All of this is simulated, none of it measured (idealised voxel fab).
The process module presented herein is designated voxel local oxidation.
The cross-section on display is named cut; it measures 205 nm wide, and its cells are 5 nm squares.
A cross-section in this document is a grid of square cells, and it is written down as bands, the top band listed before the ones below it; a band is made up of one or more rows of cells. Band entry format. Leading values: height of top, height of bottom, nm. Remainder: materials in left-to-right order, each with its width in nm. Special words: "all across" on a single material, which then fills the band edge to edge; "empty", empty space. The reference from which all heights are counted is 0, the level beneath which the as-received wafer is entirely one material; the lowest band, having no lower bound, proceeds downward and is written after the example "top 0, no bottom". Width spec "30 to 40" -> top row of cells at first value, bottom row at second value, equal per-row change in between. Take "nothing altered" at face value: in the step it is given for, the cross-section changed in none of its cells. "Cavities, sealed" contains a list of empty spaces, each no smaller than 8 cells and without an open way to the top, written in the form width x height at distance with the distance from the left edge and all three in nm. Anything after a step's settings on that line? It's the simulator's own note about the step. If you see "overlay nm" on a step's line and that step has a mask, it's telling you how far right of where it was planned the mask ended up; a negative number means it went left instead.
# The steps planned for the process are as follows
- 1: op RECEIVE | material Si
- 2: op CONFORMAL_DEP | material SiO2 | thk nm 5
- 3: op CONFORMAL_DEP | material SiN | thk nm 15
- 4: op DIRECTIONAL_DEP | material aC | thk nm 10
- 5: op PATTERN | tone cover | mask id ACTIVE | material resist | width nm 90 | thk nm 30 | overlay nm 0
- 6: op DIRECTIONAL_ETCH | etch materials aC | depth nm 10
- 7: op STRIP | etch materials resist
- 8: op DIRECTIONAL_ETCH | etch materials SiN | depth nm 15
- 9: op STRIP | etch materials aC
- 10: op SELECTIVE_ETCH | etch materials SiO2 | depth nm 5
- 11: op OXIDIZE | depth nm 15
- 12: op STRIP | etch materials SiN
# Incoming wafer, cross-sectional view, post step 1
  top 0, no bottom | Si all across
  Cavities, sealed: none
# This is how the wafer looks in cross-section once the module is done, given the starting state and plan above and one mistake in carrying the plan out
  top 5, bottom 0 | 65 nm empty, then 75 nm SiO2, then 65 nm empty
  top 0, bottom -15 | 80 nm SiO2, then 45 nm Si, then 80 nm SiO2
  top -15, no bottom | Si all across
  Cavities, sealed: none
What was the processing mistake? step 5 ran differently from the plan; actual operation with settings: op PATTERN | tone cover | mask id ACTIVE | material resist | width nm 85 | thk nm 30 | overlay nm 0
